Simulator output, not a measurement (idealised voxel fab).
process module | voxel transistor to metal
cross-section cut | 285 nm wide | cells 5 nm
A cross-section is a grid of square cells, given in bands from the top down. A band is one or more rows of cells.
Each band's line starts with the height of the band's top and of its bottom, in nm. Then come its materials from left to right, each with its width in nm. One material with "throughout" fills the band from edge to edge. "air" is empty space.
Height 0 is the level under which the wafer as received is all one material. The lowest band goes on downwards, as in "0 down".
A width such as "30 to 40" changes by the same amount from each row of cells to the next, from the band's top row to its bottom row.
"no change" after a step means that no cell of the cross-section changed.
closed voids: empty space of 8 cells or more with no open way to the top, each as width x height at its distance from the left edge, in nm
after a step's settings: what the simulator itself notes on the step
overlay nm, on a step with a mask: how far to the right of its planned place the mask lay; to the left if negative
plan
1 op RECEIVE | material Si
2 op CONFORMAL_DEP | material SiO2 | thk nm 5
3 op CONFORMAL_DEP | material SiN | thk nm 10
4 op DIRECTIONAL_DEP | material aC | thk nm 10
5 op PATTERN | tone cover | mask id ACTIVE | material resist | width nm 100 | pitch nm 130 | thk nm 25 | overlay nm 0
6 op DIRECTIONAL_ETCH | etch materials aC | depth nm 10
7 op STRIP | etch materials resist
8 op DIRECTIONAL_ETCH | etch materials SiN | depth nm 10
9 op DIRECTIONAL_ETCH | etch materials SiO2 | depth nm 5
10 op DIRECTIONAL_ETCH | etch materials Si | depth nm 35
11 op STRIP | etch materials aC
12 op FILL_DEP | material SiO2 | thk nm 15
13 op CMP | height nm 15
14 op SELECTIVE_ETCH | etch materials SiO2 | depth nm 10
15 op STRIP | etch materials SiN
16 op SELECTIVE_ETCH | etch materials SiO2 | depth nm 5
17 op OXIDIZE | depth nm 5
18 op DIRECTIONAL_DEP | material polySi | thk nm 20
19 op DIRECTIONAL_DEP | material SiCN | thk nm 15
20 op DIRECTIONAL_DEP | material aC | thk nm 10
21 op PATTERN | tone cover | mask id GATE | material resist | width nm 20 | pitch nm 130 | thk nm 25 | overlay nm 0
22 op DIRECTIONAL_ETCH | etch materials aC | depth nm 10
23 op STRIP | etch materials resist
24 op DIRECTIONAL_ETCH | etch materials SiCN | depth nm 25
25 op DIRECTIONAL_ETCH | etch materials polySi | depth nm 30
26 op STRIP | etch materials aC
27 op CONFORMAL_DEP | material SiO2 | thk nm 5
28 op DIRECTIONAL_ETCH | etch materials SiO2 | depth nm 5
29 op CONFORMAL_DEP | material SiN | thk nm 10
30 op DIRECTIONAL_ETCH | etch materials SiN | depth nm 10
31 op DIRECTIONAL_ETCH | etch materials SiO2 | depth nm 5
32 op DIRECTIONAL_ETCH | etch materials Si | depth nm 15
33 op EPI | material nSi | thk nm 20
34 op FILL_DEP | material SiO2 | thk nm 10
35 op CMP | height nm 35
36 op DIRECTIONAL_DEP | material SiO2 | thk nm 15
37 op PATTERN | tone open | mask id CONTACT | material resist | width nm 15 | thk nm 20 | overlay nm 0
38 op DIRECTIONAL_ETCH | etch materials SiO2 | depth nm 35
39 op STRIP | etch materials resist
40 op CONFORMAL_DEP | material TiN | thk nm 5
41 op FILL_DEP | material Ru | thk nm 5
42 op CMP | height nm 50
43 op DIRECTIONAL_DEP | material TiN | thk nm 5
44 op DIRECTIONAL_DEP | material Ru | thk nm 25
45 op MASKED_ETCH | tone cover | mask id METAL_1 | width nm 15 | etch materials Ru | depth nm 25 | overlay nm 0
46 op MASKED_ETCH | tone cover | mask id METAL_1 | width nm 15 | etch materials TiN | depth nm 5 | overlay nm 0
47 op CONFORMAL_DEP | material SiN | thk nm 5
48 op FILL_DEP | material lowk | thk nm 10
49 op CMP | height nm 80
50 op CONFORMAL_DEP | material SiCN | thk nm 5
first wafer, as planned
as received, after step 1
  0 down: Si throughout
  closed voids: none
after step 2
  5 to 0: SiO2 throughout
  below 0: unchanged
after step 3
  15 to 5: SiN throughout
  below 5: unchanged
after step 4
  25 to 15: aC throughout
  below 15: unchanged
after step 5
  50 to 25: air 25 | resist 100 | air 30 | resist 100 | air 30
  below 25: unchanged
after step 6
  40 to 25: air 25 | resist 100 | air 30 | resist 100 | air 30
  25 to 15: air 25 | aC 100 | air 30 | aC 100 | air 30
  below 15: unchanged
after step 7
  25 to 15: air 25 | aC 100 | air 30 | aC 100 | air 30
  below 15: unchanged
after step 8
  25 to 15: air 25 | aC 100 | air 30 | aC 100 | air 30
  15 to 5: air 25 | SiN 100 | air 30 | SiN 100 | air 30
  below 5: unchanged
after step 9
  25 to 15: air 25 | aC 100 | air 30 | aC 100 | air 30
  15 to 5: air 25 | SiN 100 | air 30 | SiN 100 | air 30
  5 to 0: air 25 | SiO2 100 | air 30 | SiO2 100 | air 30
  below 0: unchanged
after step 10
  25 to 15: air 25 | aC 100 | air 30 | aC 100 | air 30
  15 to 5: air 25 | SiN 100 | air 30 | SiN 100 | air 30
  5 to 0: air 25 | SiO2 100 | air 30 | SiO2 100 | air 30
  0 to -35: air 25 | Si 100 | air 30 | Si 100 | air 30
  below -35: unchanged
after step 11
  15 to 5: air 25 | SiN 100 | air 30 | SiN 100 | air 30
  below 5: unchanged
after step 12
  30 to 15: SiO2 throughout
  15 to 5: SiO2 25 | SiN 100 | SiO2 30 | SiN 100 | SiO2 30
  5 to 0: SiO2 throughout
  0 to -35: SiO2 25 | Si 100 | SiO2 30 | Si 100 | SiO2 30
  below -35: unchanged
after step 13
  15 to 5: SiO2 25 | SiN 100 | SiO2 30 | SiN 100 | SiO2 30
  below 5: unchanged
after step 14
  15 to 5: air 25 | SiN 100 | air 30 | SiN 100 | air 30
  below 5: unchanged
after step 15
  5 to 0: SiO2 throughout
  below 0: unchanged
after step 16
  0 to -35: SiO2 25 | Si 100 | SiO2 30 | Si 100 | SiO2 30
  below -35: unchanged
after step 17
  0 to -5: SiO2 throughout
  below -5: unchanged
after step 18
  20 to 0: polySi throughout
  below 0: unchanged
after step 19
  35 to 20: SiCN throughout
  below 20: unchanged
after step 20
  45 to 35: aC throughout
  below 35: unchanged
after step 21
  70 to 45: air 65 | resist 20 | air 110 | resist 20 | air 70
  below 45: unchanged
after step 22
  60 to 45: air 65 | resist 20 | air 110 | resist 20 | air 70
  45 to 35: air 65 | aC 20 | air 110 | aC 20 | air 70
  below 35: unchanged
after step 23
  45 to 35: air 65 | aC 20 | air 110 | aC 20 | air 70
  below 35: unchanged
after step 24
  45 to 35: air 65 | aC 20 | air 110 | aC 20 | air 70
  35 to 20: air 65 | SiCN 20 | air 110 | SiCN 20 | air 70
  below 20: unchanged
after step 25
  45 to 35: air 65 | aC 20 | air 110 | aC 20 | air 70
  35 to 20: air 65 | SiCN 20 | air 110 | SiCN 20 | air 70
  20 to 0: air 65 | polySi 20 | air 110 | polySi 20 | air 70
  below 0: unchanged
after step 26
  35 to 20: air 65 | SiCN 20 | air 110 | SiCN 20 | air 70
  below 20: unchanged
after step 27
  40 to 35: air 60 | SiO2 30 | air 100 | SiO2 30 | air 65
  35 to 20: air 60 | SiO2 5 | SiCN 20 | SiO2 5 | air 100 | SiO2 5 | SiCN 20 | SiO2 5 | air 65
  20 to 5: air 60 | SiO2 5 | polySi 20 | SiO2 5 | air 100 | SiO2 5 | polySi 20 | SiO2 5 | air 65
  5 to 0: SiO2 65 | polySi 20 | SiO2 110 | polySi 20 | SiO2 70
  below 0: unchanged
after step 28
  35 to 20: air 60 | SiO2 5 | SiCN 20 | SiO2 5 | air 100 | SiO2 5 | SiCN 20 | SiO2 5 | air 65
  20 to 0: air 60 | SiO2 5 | polySi 20 | SiO2 5 | air 100 | SiO2 5 | polySi 20 | SiO2 5 | air 65
  below 0: unchanged
after step 29
  45 to 35: air 50 | SiN 50 | air 80 | SiN 50 | air 55
  35 to 20: air 50 | SiN 10 | SiO2 5 | SiCN 20 | SiO2 5 | SiN 10 | air 80 | SiN 10 | SiO2 5 | SiCN 20 | SiO2 5 | SiN 10 | air 55
  20 to 10: air 50 | SiN 10 | SiO2 5 | polySi 20 | SiO2 5 | SiN 10 | air 80 | SiN 10 | SiO2 5 | polySi 20 | SiO2 5 | SiN 10 | air 55
  10 to 0: SiN 60 | SiO2 5 | polySi 20 | SiO2 5 | SiN 100 | SiO2 5 | polySi 20 | SiO2 5 | SiN 65
  below 0: unchanged
after step 30
  35 to 20: air 50 | SiN 10 | SiO2 5 | SiCN 20 | SiO2 5 | SiN 10 | air 80 | SiN 10 | SiO2 5 | SiCN 20 | SiO2 5 | SiN 10 | air 55
  20 to 0: air 50 | SiN 10 | SiO2 5 | polySi 20 | SiO2 5 | SiN 10 | air 80 | SiN 10 | SiO2 5 | polySi 20 | SiO2 5 | SiN 10 | air 55
  below 0: unchanged
after step 31
  35 to 30: air 50 | SiN 10 | air 5 | SiCN 20 | air 5 | SiN 10 | air 80 | SiN 10 | air 5 | SiCN 20 | air 5 | SiN 10 | air 55
  30 to 20: air 50 | SiN 10 | SiO2 5 | SiCN 20 | SiO2 5 | SiN 10 | air 80 | SiN 10 | SiO2 5 | SiCN 20 | SiO2 5 | SiN 10 | air 55
  20 to 0: air 50 | SiN 10 | SiO2 5 | polySi 20 | SiO2 5 | SiN 10 | air 80 | SiN 10 | SiO2 5 | polySi 20 | SiO2 5 | SiN 10 | air 55
  0 to -5: air 50 | SiO2 50 | air 80 | SiO2 50 | air 55
  below -5: unchanged
after step 32
  35 to 30: air 50 | SiN 10 | air 5 | SiCN 20 | air 5 | SiN 10 | air 80 | SiN 10 | air 5 | SiCN 20 | air 5 | SiN 10 | air 55
  30 to 20: air 50 | SiN 10 | SiO2 5 | SiCN 20 | SiO2 5 | SiN 10 | air 80 | SiN 10 | SiO2 5 | SiCN 20 | SiO2 5 | SiN 10 | air 55
  20 to 0: air 50 | SiN 10 | SiO2 5 | polySi 20 | SiO2 5 | SiN 10 | air 80 | SiN 10 | SiO2 5 | polySi 20 | SiO2 5 | SiN 10 | air 55
  0 to -5: air 50 | SiO2 50 | air 80 | SiO2 50 | air 55
  -5 to -20: SiO2 25 | air 25 | Si 50 | air 25 | SiO2 30 | air 25 | Si 50 | air 25 | SiO2 30
  below -20: unchanged
after step 33
  35 to 30: air 50 | SiN 10 | air 5 | SiCN 20 | air 5 | SiN 10 | air 80 | SiN 10 | air 5 | SiCN 20 | air 5 | SiN 10 | air 55
  30 to 20: air 50 | SiN 10 | SiO2 5 | SiCN 20 | SiO2 5 | SiN 10 | air 80 | SiN 10 | SiO2 5 | SiCN 20 | SiO2 5 | SiN 10 | air 55
  20 to 15: air 50 | SiN 10 | SiO2 5 | polySi 20 | SiO2 5 | SiN 10 | air 80 | SiN 10 | SiO2 5 | polySi 20 | SiO2 5 | SiN 10 | air 55
  15 to 0: air 30 | nSi 20 | SiN 10 | SiO2 5 | polySi 20 | SiO2 5 | SiN 10 | nSi 20 | air 40 | nSi 20 | SiN 10 | SiO2 5 | polySi 20 | SiO2 5 | SiN 10 | nSi 20 | air 35
  0 to -5: air 20 | nSi 30 | SiO2 50 | nSi 30 | air 20 | nSi 30 | SiO2 50 | nSi 30 | air 25
  -5 to -20: SiO2 25 | nSi 25 | Si 50 | nSi 25 | SiO2 30 | nSi 25 | Si 50 | nSi 25 | SiO2 30
  below -20: unchanged
after step 34
  45 to 35: SiO2 throughout
  35 to 20: SiO2 50 | SiN 10 | SiO2 5 | SiCN 20 | SiO2 5 | SiN 10 | SiO2 80 | SiN 10 | SiO2 5 | SiCN 20 | SiO2 5 | SiN 10 | SiO2 55
  20 to 15: SiO2 50 | SiN 10 | SiO2 5 | polySi 20 | SiO2 5 | SiN 10 | SiO2 80 | SiN 10 | SiO2 5 | polySi 20 | SiO2 5 | SiN 10 | SiO2 55
  15 to 0: SiO2 30 | nSi 20 | SiN 10 | SiO2 5 | polySi 20 | SiO2 5 | SiN 10 | nSi 20 | SiO2 40 | nSi 20 | SiN 10 | SiO2 5 | polySi 20 | SiO2 5 | SiN 10 | nSi 20 | SiO2 35
  0 to -5: SiO2 20 | nSi 30 | SiO2 50 | nSi 30 | SiO2 20 | nSi 30 | SiO2 50 | nSi 30 | SiO2 25
  below -5: unchanged
after step 35
  35 to 20: SiO2 50 | SiN 10 | SiO2 5 | SiCN 20 | SiO2 5 | SiN 10 | SiO2 80 | SiN 10 | SiO2 5 | SiCN 20 | SiO2 5 | SiN 10 | SiO2 55
  below 20: unchanged
after step 36
  50 to 35: SiO2 throughout
  below 35: unchanged
after step 37
  70 to 50: resist 30 | air 15 | resist 60 | air 15 | resist 40 | air 15 | resist 60 | air 15 | resist 35
  below 50: unchanged
after step 38
  70 to 50: resist 30 | air 15 | resist 60 | air 15 | resist 40 | air 15 | resist 60 | air 15 | resist 35
  50 to 35: SiO2 30 | air 15 | SiO2 60 | air 15 | SiO2 40 | air 15 | SiO2 60 | air 15 | SiO2 35
  35 to 20: SiO2 30 | air 15 | SiO2 5 | SiN 10 | SiO2 5 | SiCN 20 | SiO2 5 | SiN 10 | SiO2 5 | air 15 | SiO2 40 | air 15 | SiO2 5 | SiN 10 | SiO2 5 | SiCN 20 | SiO2 5 | SiN 10 | SiO2 5 | air 15 | SiO2 35
  20 to 15: SiO2 30 | air 15 | SiO2 5 | SiN 10 | SiO2 5 | polySi 20 | SiO2 5 | SiN 10 | SiO2 5 | air 15 | SiO2 40 | air 15 | SiO2 5 | SiN 10 | SiO2 5 | polySi 20 | SiO2 5 | SiN 10 | SiO2 5 | air 15 | SiO2 35
  below 15: unchanged
after step 39
  50 to 35: SiO2 30 | air 15 | SiO2 60 | air 15 | SiO2 40 | air 15 | SiO2 60 | air 15 | SiO2 35
  below 35: unchanged
after step 40
  55 to 50: TiN 35 | air 5 | TiN 70 | air 5 | TiN 50 | air 5 | TiN 70 | air 5 | TiN 40
  50 to 35: SiO2 30 | TiN 5 | air 5 | TiN 5 | SiO2 60 | TiN 5 | air 5 | TiN 5 | SiO2 40 | TiN 5 | air 5 | TiN 5 | SiO2 60 | TiN 5 | air 5 | TiN 5 | SiO2 35
  35 to 20: SiO2 30 | TiN 5 | air 5 | TiN 5 | SiO2 5 | SiN 10 | SiO2 5 | SiCN 20 | SiO2 5 | SiN 10 | SiO2 5 | TiN 5 | air 5 | TiN 5 | SiO2 40 | TiN 5 | air 5 | TiN 5 | SiO2 5 | SiN 10 | SiO2 5 | SiCN 20 | SiO2 5 | SiN 10 | SiO2 5 | TiN 5 | air 5 | TiN 5 | SiO2 35
  20 to 15: SiO2 30 | TiN 15 | SiO2 5 | SiN 10 | SiO2 5 | polySi 20 | SiO2 5 | SiN 10 | SiO2 5 | TiN 15 | SiO2 40 | TiN 15 | SiO2 5 | SiN 10 | SiO2 5 | polySi 20 | SiO2 5 | SiN 10 | SiO2 5 | TiN 15 | SiO2 35
  below 15: unchanged
after step 41
  60 to 55: Ru throughout
  55 to 50: TiN 35 | Ru 5 | TiN 70 | Ru 5 | TiN 50 | Ru 5 | TiN 70 | Ru 5 | TiN 40
  50 to 35: SiO2 30 | TiN 5 | Ru 5 | TiN 5 | SiO2 60 | TiN 5 | Ru 5 | TiN 5 | SiO2 40 | TiN 5 | Ru 5 | TiN 5 | SiO2 60 | TiN 5 | Ru 5 | TiN 5 | SiO2 35
  35 to 20: SiO2 30 | TiN 5 | Ru 5 | TiN 5 | SiO2 5 | SiN 10 | SiO2 5 | SiCN 20 | SiO2 5 | SiN 10 | SiO2 5 | TiN 5 | Ru 5 | TiN 5 | SiO2 40 | TiN 5 | Ru 5 | TiN 5 | SiO2 5 | SiN 10 | SiO2 5 | SiCN 20 | SiO2 5 | SiN 10 | SiO2 5 | TiN 5 | Ru 5 | TiN 5 | SiO2 35
  below 20: unchanged
after step 42
  50 to 35: SiO2 30 | TiN 5 | Ru 5 | TiN 5 | SiO2 60 | TiN 5 | Ru 5 | TiN 5 | SiO2 40 | TiN 5 | Ru 5 | TiN 5 | SiO2 60 | TiN 5 | Ru 5 | TiN 5 | SiO2 35
  below 35: unchanged
after step 43
  55 to 50: TiN throughout
  below 50: unchanged
after step 44
  80 to 55: Ru throughout
  below 55: unchanged
after step 45
  80 to 55: air 30 | Ru 15 | air 60 | Ru 15 | air 40 | Ru 15 | air 60 | Ru 15 | air 35
  below 55: unchanged
after step 46
  80 to 55: air 30 | Ru 15 | air 60 | Ru 15 | air 40 | Ru 15 | air 60 | Ru 15 | air 35
  55 to 50: air 30 | TiN 15 | air 60 | TiN 15 | air 40 | TiN 15 | air 60 | TiN 15 | air 35
  below 50: unchanged
after step 47
  85 to 80: air 25 | SiN 25 | air 50 | SiN 25 | air 30 | SiN 25 | air 50 | SiN 25 | air 30
  80 to 55: air 25 | SiN 5 | Ru 15 | SiN 5 | air 50 | SiN 5 | Ru 15 | SiN 5 | air 30 | SiN 5 | Ru 15 | SiN 5 | air 50 | SiN 5 | Ru 15 | SiN 5 | air 30
  55 to 50: SiN 30 | TiN 15 | SiN 60 | TiN 15 | SiN 40 | TiN 15 | SiN 60 | TiN 15 | SiN 35
  below 50: unchanged
after step 48
  95 to 85: lowk throughout
  85 to 80: lowk 25 | SiN 25 | lowk 50 | SiN 25 | lowk 30 | SiN 25 | lowk 50 | SiN 25 | lowk 30
  80 to 55: lowk 25 | SiN 5 | Ru 15 | SiN 5 | lowk 50 | SiN 5 | Ru 15 | SiN 5 | lowk 30 | SiN 5 | Ru 15 | SiN 5 | lowk 50 | SiN 5 | Ru 15 | SiN 5 | lowk 30
  below 55: unchanged
after step 49
  80 to 55: lowk 25 | SiN 5 | Ru 15 | SiN 5 | lowk 50 | SiN 5 | Ru 15 | SiN 5 | lowk 30 | SiN 5 | Ru 15 | SiN 5 | lowk 50 | SiN 5 | Ru 15 | SiN 5 | lowk 30
  below 55: unchanged
after step 50
  85 to 80: SiCN throughout
  below 80: unchanged
second wafer: like start, like plan, one mistake. Through step 17 it matches the first wafer
when step 18 should have ended
  15 to 0: polySi throughout
  below 0: unchanged
when step 19 should have ended
  30 to 15: SiCN throughout
  below 15: unchanged
when step 20 should have ended
  40 to 30: aC throughout
  below 30: unchanged
when step 21 should have ended
  65 to 40: air 65 | resist 20 | air 110 | resist 20 | air 70
  below 40: unchanged
when step 22 should have ended
  55 to 40: air 65 | resist 20 | air 110 | resist 20 | air 70
  40 to 30: air 65 | aC 20 | air 110 | aC 20 | air 70
  below 30: unchanged
when step 23 should have ended
  40 to 30: air 65 | aC 20 | air 110 | aC 20 | air 70
  below 30: unchanged
when step 24 should have ended
  40 to 30: air 65 | aC 20 | air 110 | aC 20 | air 70
  30 to 15: air 65 | SiCN 20 | air 110 | SiCN 20 | air 70
  below 15: unchanged
when step 25 should have ended
  40 to 30: air 65 | aC 20 | air 110 | aC 20 | air 70
  30 to 15: air 65 | SiCN 20 | air 110 | SiCN 20 | air 70
  15 to 0: air 65 | polySi 20 | air 110 | polySi 20 | air 70
  below 0: unchanged
when step 26 should have ended
  30 to 15: air 65 | SiCN 20 | air 110 | SiCN 20 | air 70
  below 15: unchanged
when step 27 should have ended
  35 to 30: air 60 | SiO2 30 | air 100 | SiO2 30 | air 65
  30 to 15: air 60 | SiO2 5 | SiCN 20 | SiO2 5 | air 100 | SiO2 5 | SiCN 20 | SiO2 5 | air 65
  15 to 5: air 60 | SiO2 5 | polySi 20 | SiO2 5 | air 100 | SiO2 5 | polySi 20 | SiO2 5 | air 65
  5 to 0: SiO2 65 | polySi 20 | SiO2 110 | polySi 20 | SiO2 70
  below 0: unchanged
when step 28 should have ended
  30 to 15: air 60 | SiO2 5 | SiCN 20 | SiO2 5 | air 100 | SiO2 5 | SiCN 20 | SiO2 5 | air 65
  15 to 0: air 60 | SiO2 5 | polySi 20 | SiO2 5 | air 100 | SiO2 5 | polySi 20 | SiO2 5 | air 65
  below 0: unchanged
when step 29 should have ended
  40 to 30: air 50 | SiN 50 | air 80 | SiN 50 | air 55
  30 to 15: air 50 | SiN 10 | SiO2 5 | SiCN 20 | SiO2 5 | SiN 10 | air 80 | SiN 10 | SiO2 5 | SiCN 20 | SiO2 5 | SiN 10 | air 55
  15 to 10: air 50 | SiN 10 | SiO2 5 | polySi 20 | SiO2 5 | SiN 10 | air 80 | SiN 10 | SiO2 5 | polySi 20 | SiO2 5 | SiN 10 | air 55
  10 to 0: SiN 60 | SiO2 5 | polySi 20 | SiO2 5 | SiN 100 | SiO2 5 | polySi 20 | SiO2 5 | SiN 65
  below 0: unchanged
when step 30 should have ended
  30 to 15: air 50 | SiN 10 | SiO2 5 | SiCN 20 | SiO2 5 | SiN 10 | air 80 | SiN 10 | SiO2 5 | SiCN 20 | SiO2 5 | SiN 10 | air 55
  15 to 0: air 50 | SiN 10 | SiO2 5 | polySi 20 | SiO2 5 | SiN 10 | air 80 | SiN 10 | SiO2 5 | polySi 20 | SiO2 5 | SiN 10 | air 55
  below 0: unchanged
when step 31 should have ended
  30 to 25: air 50 | SiN 10 | air 5 | SiCN 20 | air 5 | SiN 10 | air 80 | SiN 10 | air 5 | SiCN 20 | air 5 | SiN 10 | air 55
  25 to 15: air 50 | SiN 10 | SiO2 5 | SiCN 20 | SiO2 5 | SiN 10 | air 80 | SiN 10 | SiO2 5 | SiCN 20 | SiO2 5 | SiN 10 | air 55
  15 to 0: air 50 | SiN 10 | SiO2 5 | polySi 20 | SiO2 5 | SiN 10 | air 80 | SiN 10 | SiO2 5 | polySi 20 | SiO2 5 | SiN 10 | air 55
  0 to -5: air 50 | SiO2 50 | air 80 | SiO2 50 | air 55
  below -5: unchanged
when step 32 should have ended
  30 to 25: air 50 | SiN 10 | air 5 | SiCN 20 | air 5 | SiN 10 | air 80 | SiN 10 | air 5 | SiCN 20 | air 5 | SiN 10 | air 55
  25 to 15: air 50 | SiN 10 | SiO2 5 | SiCN 20 | SiO2 5 | SiN 10 | air 80 | SiN 10 | SiO2 5 | SiCN 20 | SiO2 5 | SiN 10 | air 55
  15 to 0: air 50 | SiN 10 | SiO2 5 | polySi 20 | SiO2 5 | SiN 10 | air 80 | SiN 10 | SiO2 5 | polySi 20 | SiO2 5 | SiN 10 | air 55
  0 to -5: air 50 | SiO2 50 | air 80 | SiO2 50 | air 55
  -5 to -20: SiO2 25 | air 25 | Si 50 | air 25 | SiO2 30 | air 25 | Si 50 | air 25 | SiO2 30
  below -20: unchanged
when step 33 should have ended
  30 to 25: air 50 | SiN 10 | air 5 | SiCN 20 | air 5 | SiN 10 | air 80 | SiN 10 | air 5 | SiCN 20 | air 5 | SiN 10 | air 55
  25 to 15: air 50 | SiN 10 | SiO2 5 | SiCN 20 | SiO2 5 | SiN 10 | air 80 | SiN 10 | SiO2 5 | SiCN 20 | SiO2 5 | SiN 10 | air 55
  15 to 0: air 30 | nSi 20 | SiN 10 | SiO2 5 | polySi 20 | SiO2 5 | SiN 10 | nSi 20 | air 40 | nSi 20 | SiN 10 | SiO2 5 | polySi 20 | SiO2 5 | SiN 10 | nSi 20 | air 35
  0 to -5: air 20 | nSi 30 | SiO2 50 | nSi 30 | air 20 | nSi 30 | SiO2 50 | nSi 30 | air 25
  -5 to -20: SiO2 25 | nSi 25 | Si 50 | nSi 25 | SiO2 30 | nSi 25 | Si 50 | nSi 25 | SiO2 30
  below -20: unchanged
when step 34 should have ended
  40 to 30: SiO2 throughout
  30 to 15: SiO2 50 | SiN 10 | SiO2 5 | SiCN 20 | SiO2 5 | SiN 10 | SiO2 80 | SiN 10 | SiO2 5 | SiCN 20 | SiO2 5 | SiN 10 | SiO2 55
  15 to 0: SiO2 30 | nSi 20 | SiN 10 | SiO2 5 | polySi 20 | SiO2 5 | SiN 10 | nSi 20 | SiO2 40 | nSi 20 | SiN 10 | SiO2 5 | polySi 20 | SiO2 5 | SiN 10 | nSi 20 | SiO2 35
  0 to -5: SiO2 20 | nSi 30 | SiO2 50 | nSi 30 | SiO2 20 | nSi 30 | SiO2 50 | nSi 30 | SiO2 25
  below -5: unchanged
when step 35 should have ended
  35 to 30: SiO2 throughout
  below 30: unchanged
when step 36 should have ended
  50 to 30: SiO2 throughout
  below 30: unchanged
when step 37 should have ended
  70 to 50: resist 30 | air 15 | resist 60 | air 15 | resist 40 | air 15 | resist 60 | air 15 | resist 35
  below 50: unchanged
when step 38 should have ended
  70 to 50: resist 30 | air 15 | resist 60 | air 15 | resist 40 | air 15 | resist 60 | air 15 | resist 35
  50 to 30: SiO2 30 | air 15 | SiO2 60 | air 15 | SiO2 40 | air 15 | SiO2 60 | air 15 | SiO2 35
  30 to 15: SiO2 30 | air 15 | SiO2 5 | SiN 10 | SiO2 5 | SiCN 20 | SiO2 5 | SiN 10 | SiO2 5 | air 15 | SiO2 40 | air 15 | SiO2 5 | SiN 10 | SiO2 5 | SiCN 20 | SiO2 5 | SiN 10 | SiO2 5 | air 15 | SiO2 35
  below 15: unchanged
when step 39 should have ended
  50 to 30: SiO2 30 | air 15 | SiO2 60 | air 15 | SiO2 40 | air 15 | SiO2 60 | air 15 | SiO2 35
  below 30: unchanged
when step 40 should have ended
  55 to 50: TiN 35 | air 5 | TiN 70 | air 5 | TiN 50 | air 5 | TiN 70 | air 5 | TiN 40
  50 to 30: SiO2 30 | TiN 5 | air 5 | TiN 5 | SiO2 60 | TiN 5 | air 5 | TiN 5 | SiO2 40 | TiN 5 | air 5 | TiN 5 | SiO2 60 | TiN 5 | air 5 | TiN 5 | SiO2 35
  30 to 20: SiO2 30 | TiN 5 | air 5 | TiN 5 | SiO2 5 | SiN 10 | SiO2 5 | SiCN 20 | SiO2 5 | SiN 10 | SiO2 5 | TiN 5 | air 5 | TiN 5 | SiO2 40 | TiN 5 | air 5 | TiN 5 | SiO2 5 | SiN 10 | SiO2 5 | SiCN 20 | SiO2 5 | SiN 10 | SiO2 5 | TiN 5 | air 5 | TiN 5 | SiO2 35
  20 to 15: SiO2 30 | TiN 15 | SiO2 5 | SiN 10 | SiO2 5 | SiCN 20 | SiO2 5 | SiN 10 | SiO2 5 | TiN 15 | SiO2 40 | TiN 15 | SiO2 5 | SiN 10 | SiO2 5 | SiCN 20 | SiO2 5 | SiN 10 | SiO2 5 | TiN 15 | SiO2 35
  below 15: unchanged
when step 41 should have ended
  60 to 55: Ru throughout
  55 to 50: TiN 35 | Ru 5 | TiN 70 | Ru 5 | TiN 50 | Ru 5 | TiN 70 | Ru 5 | TiN 40
  50 to 30: SiO2 30 | TiN 5 | Ru 5 | TiN 5 | SiO2 60 | TiN 5 | Ru 5 | TiN 5 | SiO2 40 | TiN 5 | Ru 5 | TiN 5 | SiO2 60 | TiN 5 | Ru 5 | TiN 5 | SiO2 35
  30 to 20: SiO2 30 | TiN 5 | Ru 5 | TiN 5 | SiO2 5 | SiN 10 | SiO2 5 | SiCN 20 | SiO2 5 | SiN 10 | SiO2 5 | TiN 5 | Ru 5 | TiN 5 | SiO2 40 | TiN 5 | Ru 5 | TiN 5 | SiO2 5 | SiN 10 | SiO2 5 | SiCN 20 | SiO2 5 | SiN 10 | SiO2 5 | TiN 5 | Ru 5 | TiN 5 | SiO2 35
  below 20: unchanged
when step 42 should have ended
  50 to 30: SiO2 30 | TiN 5 | Ru 5 | TiN 5 | SiO2 60 | TiN 5 | Ru 5 | TiN 5 | SiO2 40 | TiN 5 | Ru 5 | TiN 5 | SiO2 60 | TiN 5 | Ru 5 | TiN 5 | SiO2 35
  below 30: unchanged
when step 43 should have ended
  55 to 50: TiN throughout
  below 50: unchanged
when step 44 should have ended
  80 to 55: Ru throughout
  below 55: unchanged
when step 45 should have ended
  80 to 55: air 30 | Ru 15 | air 60 | Ru 15 | air 40 | Ru 15 | air 60 | Ru 15 | air 35
  below 55: unchanged
when step 46 should have ended
  80 to 55: air 30 | Ru 15 | air 60 | Ru 15 | air 40 | Ru 15 | air 60 | Ru 15 | air 35
  55 to 50: air 30 | TiN 15 | air 60 | TiN 15 | air 40 | TiN 15 | air 60 | TiN 15 | air 35
  below 50: unchanged
when step 47 should have ended
  85 to 80: air 25 | SiN 25 | air 50 | SiN 25 | air 30 | SiN 25 | air 50 | SiN 25 | air 30
  80 to 55: air 25 | SiN 5 | Ru 15 | SiN 5 | air 50 | SiN 5 | Ru 15 | SiN 5 | air 30 | SiN 5 | Ru 15 | SiN 5 | air 50 | SiN 5 | Ru 15 | SiN 5 | air 30
  55 to 50: SiN 30 | TiN 15 | SiN 60 | TiN 15 | SiN 40 | TiN 15 | SiN 60 | TiN 15 | SiN 35
  below 50: unchanged
when step 48 should have ended
  95 to 85: lowk throughout
  85 to 80: lowk 25 | SiN 25 | lowk 50 | SiN 25 | lowk 30 | SiN 25 | lowk 50 | SiN 25 | lowk 30
  80 to 55: lowk 25 | SiN 5 | Ru 15 | SiN 5 | lowk 50 | SiN 5 | Ru 15 | SiN 5 | lowk 30 | SiN 5 | Ru 15 | SiN 5 | lowk 50 | SiN 5 | Ru 15 | SiN 5 | lowk 30
  below 55: unchanged
when step 49 should have ended
  80 to 55: lowk 25 | SiN 5 | Ru 15 | SiN 5 | lowk 50 | SiN 5 | Ru 15 | SiN 5 | lowk 30 | SiN 5 | Ru 15 | SiN 5 | lowk 50 | SiN 5 | Ru 15 | SiN 5 | lowk 30
  below 55: unchanged
when step 50 should have ended
  85 to 80: SiCN throughout
  below 80: unchanged
what went wrong: step 18 ran as: op DIRECTIONAL_DEP | material polySi | thk nm 15
at the end the second wafer has, in cells: 8 fewer of SiN | 16 more of SiO2 | 8 fewer of polySi
